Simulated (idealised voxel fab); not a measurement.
Presented below is a process module, voxel quadruple lines.
cross-section cut | 215 nm wide | cells 5 nm
In this document a cross-section is written as a grid of square cells. It is given as a series of bands, listed from the top down, and a band is one or more rows of cells.
Heads up on the band format: heights come first, top then bottom, in nm. After that it's the materials left to right, each with its width in nm. A single material flagged "throughout" fills the whole band edge to edge, and "air" means there's empty space there.
For the purposes of this specification, 0 denotes the height below which the wafer in its as-received condition is composed wholly of one material, and the lowermost band, lacking a lower limit, extends downward without end, as expressed in "from 0 down".
The expression "30..40" gives the width at the extremes of the band, the first number at its top row of cells and the second at its bottom row, with the width changing by equal amounts from each row to the next in between.
It should be understood that the words "everything unchanged", when stated for a given step, signify that the cross-section underwent no change in any of its cells during that step.
In the "Enclosed void listing" entry, you get each enclosed empty space of 8 cells or more, one with no open way to the top, written width x height at distance, distance from the left edge, in nm.
Heads up: the bit after the settings on a step's line is the simulator's remark on that step.
overlay nm: on a step with a mask, how far right of its planned place the mask lay; negative means left.

## Set out below are the planned steps of the process
1,RECEIVE [material Si]
2,CONFORMAL_DEP [material Al2O3] [thk nm 5]
3,DIRECTIONAL_DEP [material TiN] [thk nm 10]
4,DIRECTIONAL_DEP [material polySi] [thk nm 15]
5,DIRECTIONAL_DEP [material aC] [thk nm 20]
6,PATTERN [tone cover] [mask id MANDREL] [material resist] [width nm 35] [pitch nm 100] [thk nm 25] [overlay nm 0]
7,DIRECTIONAL_ETCH [etch materials aC] [depth nm 20]
8,STRIP [etch materials resist]
9,CONFORMAL_DEP [material SiO2] [thk nm 15]
10,DIRECTIONAL_ETCH [etch materials SiO2] [depth nm 15]
11,STRIP [etch materials aC]
12,DIRECTIONAL_ETCH [etch materials polySi] [depth nm 15]
13,STRIP [etch materials SiO2]
14,CONFORMAL_DEP [material SiCN] [thk nm 10]
15,DIRECTIONAL_ETCH [etch materials SiCN] [depth nm 10]
16,STRIP [etch materials polySi]
17,DIRECTIONAL_ETCH [etch materials TiN] [depth nm 10]
18,STRIP [etch materials SiCN]
19,FILL_DEP [material lowk] [thk nm 10]
20,CMP [height nm 15]

## Run as planned: first of two wafers

## as received, after step 1
  from 0 down: Si throughout
  Enclosed void listing: none

## Wafer xsec, post step 2
  from 5 to 0: Al2O3 throughout
  Under 0: no change, same as before.

## Wafer xsec, post step 3
  from 15 to 5: TiN throughout
  Under 5: no change, same as before.

## Wafer xsec, post step 4
  from 30 to 15: polySi throughout
  Under 15: no change, same as before.

## Wafer xsec, post step 5
  from 50 to 30: aC throughout
  Under 30: no change, same as before.

## Wafer xsec, post step 6
  from 75 to 50: 40 nm air, 35 nm resist, 65 nm air, 35 nm resist, 40 nm air
  Under 50: no change, same as before.

## Wafer xsec, post step 7
  from 55 to 50: 40 nm air, 35 nm resist, 65 nm air, 35 nm resist, 40 nm air
  from 50 to 30: 40 nm air, 35 nm aC, 65 nm air, 35 nm aC, 40 nm air
  Under 30: no change, same as before.

## Wafer xsec, post step 8
  from 50 to 30: 40 nm air, 35 nm aC, 65 nm air, 35 nm aC, 40 nm air
  Under 30: no change, same as before.

## Wafer xsec, post step 9
  from 65 to 50: 25 nm air, 65 nm SiO2, 35 nm air, 65 nm SiO2, 25 nm air
  from 50 to 45: 25 nm air, 15 nm SiO2, 35 nm aC, 15 nm SiO2, 35 nm air, 15 nm SiO2, 35 nm aC, 15 nm SiO2, 25 nm air
  from 45 to 30: 40 nm SiO2, 35 nm aC, 65 nm SiO2, 35 nm aC, 40 nm SiO2
  Under 30: no change, same as before.

## Wafer xsec, post step 10
  from 50 to 30: 25 nm air, 15 nm SiO2, 35 nm aC, 15 nm SiO2, 35 nm air, 15 nm SiO2, 35 nm aC, 15 nm SiO2, 25 nm air
  Under 30: no change, same as before.

## Wafer xsec, post step 11
  from 50 to 30: 25 nm air, 15 nm SiO2, 35 nm air, 15 nm SiO2, 35 nm air, 15 nm SiO2, 35 nm air, 15 nm SiO2, 25 nm air
  Under 30: no change, same as before.

## Wafer xsec, post step 12
  from 50 to 30: 25 nm air, 15 nm SiO2, 35 nm air, 15 nm SiO2, 35 nm air, 15 nm SiO2, 35 nm air, 15 nm SiO2, 25 nm air
  from 30 to 15: 25 nm air, 15 nm polySi, 35 nm air, 15 nm polySi, 35 nm air, 15 nm polySi, 35 nm air, 15 nm polySi, 25 nm air
  Under 15: no change, same as before.

## Wafer xsec, post step 13
  from 30 to 15: 25 nm air, 15 nm polySi, 35 nm air, 15 nm polySi, 35 nm air, 15 nm polySi, 35 nm air, 15 nm polySi, 25 nm air
  Under 15: no change, same as before.

## Wafer xsec, post step 14
  from 40 to 30: 15 nm air, 35 nm SiCN, 15 nm air, 35 nm SiCN, 15 nm air, 35 nm SiCN, 15 nm air, 35 nm SiCN, 15 nm air
  from 30 to 25: 15 nm air, 10 nm SiCN, 15 nm polySi, 10 nm SiCN, 15 nm air, 10 nm SiCN, 15 nm polySi, 10 nm SiCN, 15 nm air, 10 nm SiCN, 15 nm polySi, 10 nm SiCN, 15 nm air, 10 nm SiCN, 15 nm polySi, 10 nm SiCN, 15 nm air
  from 25 to 15: 25 nm SiCN, 15 nm polySi, 35 nm SiCN, 15 nm polySi, 35 nm SiCN, 15 nm polySi, 35 nm SiCN, 15 nm polySi, 25 nm SiCN
  Under 15: no change, same as before.

## Wafer xsec, post step 15
  from 30 to 15: 15 nm air, 10 nm SiCN, 15 nm polySi, 10 nm SiCN, 15 nm air, 10 nm SiCN, 15 nm polySi, 10 nm SiCN, 15 nm air, 10 nm SiCN, 15 nm polySi, 10 nm SiCN, 15 nm air, 10 nm SiCN, 15 nm polySi, 10 nm SiCN, 15 nm air
  Under 15: no change, same as before.

## Wafer xsec, post step 16
  from 30 to 15: 15 nm air, 10 nm SiCN, 15 nm air, 10 nm SiCN, 15 nm air, 10 nm SiCN, 15 nm air, 10 nm SiCN, 15 nm air, 10 nm SiCN, 15 nm air, 10 nm SiCN, 15 nm air, 10 nm SiCN, 15 nm air, 10 nm SiCN, 15 nm air
  Under 15: no change, same as before.

## Wafer xsec, post step 17
  from 30 to 15: 15 nm air, 10 nm SiCN, 15 nm air, 10 nm SiCN, 15 nm air, 10 nm SiCN, 15 nm air, 10 nm SiCN, 15 nm air, 10 nm SiCN, 15 nm air, 10 nm SiCN, 15 nm air, 10 nm SiCN, 15 nm air, 10 nm SiCN, 15 nm air
  from 15 to 5: 15 nm air, 10 nm TiN, 15 nm air, 10 nm TiN, 15 nm air, 10 nm TiN, 15 nm air, 10 nm TiN, 15 nm air, 10 nm TiN, 15 nm air, 10 nm TiN, 15 nm air, 10 nm TiN, 15 nm air, 10 nm TiN, 15 nm air
  Under 5: no change, same as before.

## Wafer xsec, post step 18
  from 15 to 5: 15 nm air, 10 nm TiN, 15 nm air, 10 nm TiN, 15 nm air, 10 nm TiN, 15 nm air, 10 nm TiN, 15 nm air, 10 nm TiN, 15 nm air, 10 nm TiN, 15 nm air, 10 nm TiN, 15 nm air, 10 nm TiN, 15 nm air
  Under 5: no change, same as before.

## Wafer xsec, post step 19
  from 25 to 15: lowk throughout
  from 15 to 5: 15 nm lowk, 10 nm TiN, 15 nm lowk, 10 nm TiN, 15 nm lowk, 10 nm TiN, 15 nm lowk, 10 nm TiN, 15 nm lowk, 10 nm TiN, 15 nm lowk, 10 nm TiN, 15 nm lowk, 10 nm TiN, 15 nm lowk, 10 nm TiN, 15 nm lowk
  Under 5: no change, same as before.

## Wafer xsec, post step 20
  from 15 to 5: 15 nm lowk, 10 nm TiN, 15 nm lowk, 10 nm TiN, 15 nm lowk, 10 nm TiN, 15 nm lowk, 10 nm TiN, 15 nm lowk, 10 nm TiN, 15 nm lowk, 10 nm TiN, 15 nm lowk, 10 nm TiN, 15 nm lowk, 10 nm TiN, 15 nm lowk
  Under 5: no change, same as before.

## Wafer two: like wafer one in start and plan, but with one mistake in execution; identical up to and including step 5

## The second wafer in cross-section, at the planned close of step 6
  from 75 to 50: 35 nm air, 35 nm resist, 65 nm air, 35 nm resist, 45 nm air
  Under 50: no change, same as before.

## The second wafer in cross-section, at the planned close of step 7
  from 55 to 50: 35 nm air, 35 nm resist, 65 nm air, 35 nm resist, 45 nm air
  from 50 to 30: 35 nm air, 35 nm aC, 65 nm air, 35 nm aC, 45 nm air
  Under 30: no change, same as before.

## The second wafer in cross-section, at the planned close of step 8
  from 50 to 30: 35 nm air, 35 nm aC, 65 nm air, 35 nm aC, 45 nm air
  Under 30: no change, same as before.

## The second wafer in cross-section, at the planned close of step 9
  from 65 to 50: 20 nm air, 65 nm SiO2, 35 nm air, 65 nm SiO2, 30 nm air
  from 50 to 45: 20 nm air, 15 nm SiO2, 35 nm aC, 15 nm SiO2, 35 nm air, 15 nm SiO2, 35 nm aC, 15 nm SiO2, 30 nm air
  from 45 to 30: 35 nm SiO2, 35 nm aC, 65 nm SiO2, 35 nm aC, 45 nm SiO2
  Under 30: no change, same as before.

## The second wafer in cross-section, at the planned close of step 10
  from 50 to 30: 20 nm air, 15 nm SiO2, 35 nm aC, 15 nm SiO2, 35 nm air, 15 nm SiO2, 35 nm aC, 15 nm SiO2, 30 nm air
  Under 30: no change, same as before.

## The second wafer in cross-section, at the planned close of step 11
  from 50 to 30: 20 nm air, 15 nm SiO2, 35 nm air, 15 nm SiO2, 35 nm air, 15 nm SiO2, 35 nm air, 15 nm SiO2, 30 nm air
  Under 30: no change, same as before.

## The second wafer in cross-section, at the planned close of step 12
  from 50 to 30: 20 nm air, 15 nm SiO2, 35 nm air, 15 nm SiO2, 35 nm air, 15 nm SiO2, 35 nm air, 15 nm SiO2, 30 nm air
  from 30 to 15: 20 nm air, 15 nm polySi, 35 nm air, 15 nm polySi, 35 nm air, 15 nm polySi, 35 nm air, 15 nm polySi, 30 nm air
  Under 15: no change, same as before.

## The second wafer in cross-section, at the planned close of step 13
  from 30 to 15: 20 nm air, 15 nm polySi, 35 nm air, 15 nm polySi, 35 nm air, 15 nm polySi, 35 nm air, 15 nm polySi, 30 nm air
  Under 15: no change, same as before.

## The second wafer in cross-section, at the planned close of step 14
  from 40 to 30: 10 nm air, 35 nm SiCN, 15 nm air, 35 nm SiCN, 15 nm air, 35 nm SiCN, 15 nm air, 35 nm SiCN, 20 nm air
  from 30 to 25: 10 nm air, 10 nm SiCN, 15 nm polySi, 10 nm SiCN, 15 nm air, 10 nm SiCN, 15 nm polySi, 10 nm SiCN, 15 nm air, 10 nm SiCN, 15 nm polySi, 10 nm SiCN, 15 nm air, 10 nm SiCN, 15 nm polySi, 10 nm SiCN, 20 nm air
  from 25 to 15: 20 nm SiCN, 15 nm polySi, 35 nm SiCN, 15 nm polySi, 35 nm SiCN, 15 nm polySi, 35 nm SiCN, 15 nm polySi, 30 nm SiCN
  Under 15: no change, same as before.

## The second wafer in cross-section, at the planned close of step 15
  from 30 to 15: 10 nm air, 10 nm SiCN, 15 nm polySi, 10 nm SiCN, 15 nm air, 10 nm SiCN, 15 nm polySi, 10 nm SiCN, 15 nm air, 10 nm SiCN, 15 nm polySi, 10 nm SiCN, 15 nm air, 10 nm SiCN, 15 nm polySi, 10 nm SiCN, 20 nm air
  Under 15: no change, same as before.

## The second wafer in cross-section, at the planned close of step 16
  from 30 to 15: 10 nm air, 10 nm SiCN, 15 nm air, 10 nm SiCN, 15 nm air, 10 nm SiCN, 15 nm air, 10 nm SiCN, 15 nm air, 10 nm SiCN, 15 nm air, 10 nm SiCN, 15 nm air, 10 nm SiCN, 15 nm air, 10 nm SiCN, 20 nm air
  Under 15: no change, same as before.

## The second wafer in cross-section, at the planned close of step 17
  from 30 to 15: 10 nm air, 10 nm SiCN, 15 nm air, 10 nm SiCN, 15 nm air, 10 nm SiCN, 15 nm air, 10 nm SiCN, 15 nm air, 10 nm SiCN, 15 nm air, 10 nm SiCN, 15 nm air, 10 nm SiCN, 15 nm air, 10 nm SiCN, 20 nm air
  from 15 to 5: 10 nm air, 10 nm TiN, 15 nm air, 10 nm TiN, 15 nm air, 10 nm TiN, 15 nm air, 10 nm TiN, 15 nm air, 10 nm TiN, 15 nm air, 10 nm TiN, 15 nm air, 10 nm TiN, 15 nm air, 10 nm TiN, 20 nm air
  Under 5: no change, same as before.

## The second wafer in cross-section, at the planned close of step 18
  from 15 to 5: 10 nm air, 10 nm TiN, 15 nm air, 10 nm TiN, 15 nm air, 10 nm TiN, 15 nm air, 10 nm TiN, 15 nm air, 10 nm TiN, 15 nm air, 10 nm TiN, 15 nm air, 10 nm TiN, 15 nm air, 10 nm TiN, 20 nm air
  Under 5: no change, same as before.

## The second wafer in cross-section, at the planned close of step 19
  from 25 to 15: lowk throughout
  from 15 to 5: 10 nm lowk, 10 nm TiN, 15 nm lowk, 10 nm TiN, 15 nm lowk, 10 nm TiN, 15 nm lowk, 10 nm TiN, 15 nm lowk, 10 nm TiN, 15 nm lowk, 10 nm TiN, 15 nm lowk, 10 nm TiN, 15 nm lowk, 10 nm TiN, 20 nm lowk
  Under 5: no change, same as before.

## The second wafer in cross-section, at the planned close of step 20
  from 15 to 5: 10 nm lowk, 10 nm TiN, 15 nm lowk, 10 nm TiN, 15 nm lowk, 10 nm TiN, 15 nm lowk, 10 nm TiN, 15 nm lowk, 10 nm TiN, 15 nm lowk, 10 nm TiN, 15 nm lowk, 10 nm TiN, 15 nm lowk, 10 nm TiN, 20 nm lowk
  Under 5: no change, same as before.
Run error: step 6 went in with a setting other than planned; the actual run was PATTERN [tone cover] [mask id MANDREL] [material resist] [width nm 35] [pitch nm 100] [thk nm 25] [overlay nm -5]
at the end the second wafer has, in cells: as many of each material as the first, in other places
